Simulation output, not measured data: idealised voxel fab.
You're looking at the process module voxel air gaps.
This is section cut - it's 300 nm across, gridded in 5 nm square cells.
Each cross-section below is a grid of square cells, stated as bands in top-down order, with one or more rows of cells making up each band. Read a band's entry like this: the first values are the height of its top and the height of its bottom in nm, and what follows is the sequence of materials from left to right, each with its width in nm. Note that "empty" is empty space, and that a single material marked "edge to edge" reaches across the band from edge to edge. Heights are expressed relative to 0, this being the level below which the as-received wafer comprises one material exclusively. The lowest band is unbounded in the downward direction and is denoted as in "0 -> down". When a width is written as two numbers, as in "30..40", the first number is the width in the top row of cells of the band and the second is the width in its bottom row, and the width changes by the same amount from each row to the next. A step reported as "remained the same" is a step in which no cell of the cross-section changed. In the "Sealed internal cavities" entry, you get each enclosed empty space of 8 cells or more, one with no open way to the top, written width x height at distance, distance from the left edge, in nm. Text after the settings on a step's line: the simulator's own remark on that step. The line of a step may include "overlay nm". On a step with a mask, this value is how far to the right of its planned place the mask lay. A negative value means the mask lay to the left.
PROCESS STEPS - PLAN
1,RECEIVE (material Si)
2,CONFORMAL_DEP (material SiO2; thk nm 15)
3,CONFORMAL_DEP (material SiN; thk nm 5)
4,DIRECTIONAL_DEP (material lowk; thk nm 30)
5,MASKED_ETCH (tone open; mask id LINES; width nm 25; pitch nm 55; etch materials lowk; depth nm 30; overlay nm 0)
6,CONFORMAL_DEP (material TiN; thk nm 5)
7,FILL_DEP (material Ru; thk nm 5)
8,CMP (height nm 50)
9,EPI (material Ru; thk nm 10)
10,SELECTIVE_ETCH (etch materials lowk; depth nm 40)
11,CONFORMAL_DEP (material SiN; thk nm 5)
WAFER AT RECEIPT (POST STEP 1), CROSS-SECTION
- 0 -> down  Si edge to edge
- Sealed internal cavities: none
MODULE COMPLETE, CROSS-SECTION. STARTING POINT AND PLAN PER ABOVE. ONE MISTAKE MADE IN RUNNING THE MODULE
- 65 -> 60  SiN edge to edge
- 60 -> 50  Ru edge to edge
- 50 -> 45  85 TiN / 15 Ru / 40 TiN / 15 Ru / 40 TiN / 15 Ru / 90 TiN
- 45 -> 20  80 lowk / 5 TiN / 15 Ru / 5 TiN / 30 lowk / 5 TiN / 15 Ru / 5 TiN / 30 lowk / 5 TiN / 15 Ru / 5 TiN / 85 lowk
- 20 -> 15  80 lowk / 25 TiN / 30 lowk / 25 TiN / 30 lowk / 25 TiN / 85 lowk
- 15 -> 0  SiO2 edge to edge
- 0 -> down  Si edge to edge
- Sealed internal cavities: none
What went wrong in running the wafer? plan step 3 skipped
